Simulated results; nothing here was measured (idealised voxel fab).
Process module name: voxel transistor to metal
Displayed cross-section: cut, width of 170 nm, square cells sized 5 nm.
Just so we're on the same page, the cross-sections are grids of square cells, and they're listed out in bands top to bottom, each band one or more rows deep. Heights first: top, then bottom, in nm. Then materials, left to right, each with a width in nm. "all across" on a single material: fills the band edge to edge. "empty": empty space. Heights are expressed relative to 0, this being the level below which the as-received wafer comprises one material exclusively. The lowest band is unbounded in the downward direction and is denoted as in "top 0, no bottom". A width such as "30->40" changes by the same amount from each row of cells to the next, from the band's top row to its bottom row. Step note "same as before" = no cross-section cell changed. "Tabulated closed voids": sealed empty spaces, 8 cells or more, no open way to top, listed width x height at distance, with distance from the left edge and width, height and distance in nm. Whatever follows a step's settings on its line is a remark the simulator itself makes about that step. A step line may carry the setting "overlay nm", which, for steps involving a mask, states the distance by which the mask lay to the right of its intended position; negative values denote displacement to the left.
### List of planned process steps
1 RECEIVE with material Si
2 OXIDIZE with depth nm 5
3 CONFORMAL_DEP with material SiN, thk nm 15
4 PATTERN with tone cover, mask id ACTIVE, material resist, width nm 100, thk nm 15, overlay nm 0
5 DIRECTIONAL_ETCH with etch materials SiN, depth nm 15
6 DIRECTIONAL_ETCH with etch materials SiO2, depth nm 5
7 DIRECTIONAL_ETCH with etch materials Si, depth nm 25
8 STRIP with etch materials resist
9 OXIDIZE with depth nm 5
10 FILL_DEP with material SiO2, thk nm 5
11 CMP with height nm 15
12 SELECTIVE_ETCH with etch materials SiO2, depth nm 5
13 STRIP with etch materials SiN
14 SELECTIVE_ETCH with etch materials SiO2, depth nm 5
15 OXIDIZE with depth nm 5
16 DIRECTIONAL_DEP with material polySi, thk nm 30
17 DIRECTIONAL_DEP with material SiCN, thk nm 10
18 PATTERN with tone cover, mask id GATE, material resist, width nm 20, thk nm 15, overlay nm 0
19 DIRECTIONAL_ETCH with etch materials SiCN, depth nm 20
20 DIRECTIONAL_ETCH with etch materials polySi, depth nm 40
21 STRIP with etch materials resist
22 CONFORMAL_DEP with material SiO2, thk nm 5
23 DIRECTIONAL_ETCH with etch materials SiO2, depth nm 5
24 CONFORMAL_DEP with material SiN, thk nm 5
25 DIRECTIONAL_ETCH with etch materials SiN, depth nm 5
26 DIRECTIONAL_ETCH with etch materials SiO2, depth nm 5
27 DIRECTIONAL_ETCH with etch materials Si, depth nm 5
28 EPI with material pSi, thk nm 5
29 FILL_DEP with material SiO2, thk nm 10
30 CMP with height nm 35
31 DIRECTIONAL_DEP with material SiO2, thk nm 15
32 MASKED_ETCH with tone open, mask id CONTACT, width nm 20, pitch nm 60, etch materials SiO2, depth nm 60, overlay nm 0
33 CONFORMAL_DEP with material TiN, thk nm 5
34 FILL_DEP with material W, thk nm 5
35 CMP with height nm 50
36 CONFORMAL_DEP with material SiN, thk nm 5
37 DIRECTIONAL_DEP with material SiO2, thk nm 15
38 DIRECTIONAL_DEP with material aC, thk nm 15
39 PATTERN with tone open, mask id METAL_1, material resist, width nm 20, pitch nm 70, thk nm 30, overlay nm 0
40 DIRECTIONAL_ETCH with etch materials aC, depth nm 15
41 STRIP with etch materials resist
42 DIRECTIONAL_ETCH with etch materials SiO2, depth nm 15
43 DIRECTIONAL_ETCH with etch materials SiN, depth nm 5
44 STRIP with etch materials aC
45 CONFORMAL_DEP with material TiN, thk nm 5
46 FILL_DEP with material Cu, thk nm 5
47 CMP with height nm 70
48 CONFORMAL_DEP with material SiN, thk nm 5
Be aware that, although all wafers share a common starting state, the width nm at step 32 differs among them, and the plan displays the first wafer's value.
### Incoming state of the first of several wafers in cross-section: after step 1
    top 0, no bottom | Si all across
    Tabulated closed voids: none
### Per wafer, end of module: cells gained (+) or lost (-) per material since receipt, then closed voids
width nm 20; +12 Cu; -158 Si; +8 SiCN; +80 SiN; +418 SiO2; +72 TiN; +42 W; +12 pSi; +24 polySi; Tabulated closed voids: none
width nm 25; +12 Cu; -158 Si; +8 SiCN; +80 SiN; +403 SiO2; +74 TiN; +55 W; +12 pSi; +24 polySi; Tabulated closed voids: none
width nm 30; +12 Cu; -158 Si; +8 SiCN; +80 SiN; +388 SiO2; +76 TiN; +68 W; +12 pSi; +24 polySi; Tabulated closed voids: none
width nm 35; +12 Cu; -158 Si; +8 SiCN; +80 SiN; +367 SiO2; +87 TiN; +78 W; +12 pSi; +24 polySi; Tabulated closed voids: none
width nm 40; +12 Cu; -158 Si; +8 SiCN; +80 SiN; +346 SiO2; +98 TiN; +88 W; +12 pSi; +24 polySi; Tabulated closed voids: none
width nm 45; +12 Cu; -158 Si; +8 SiCN; +80 SiN; +331 SiO2; +103 TiN; +98 W; +12 pSi; +24 polySi; Tabulated closed voids: none
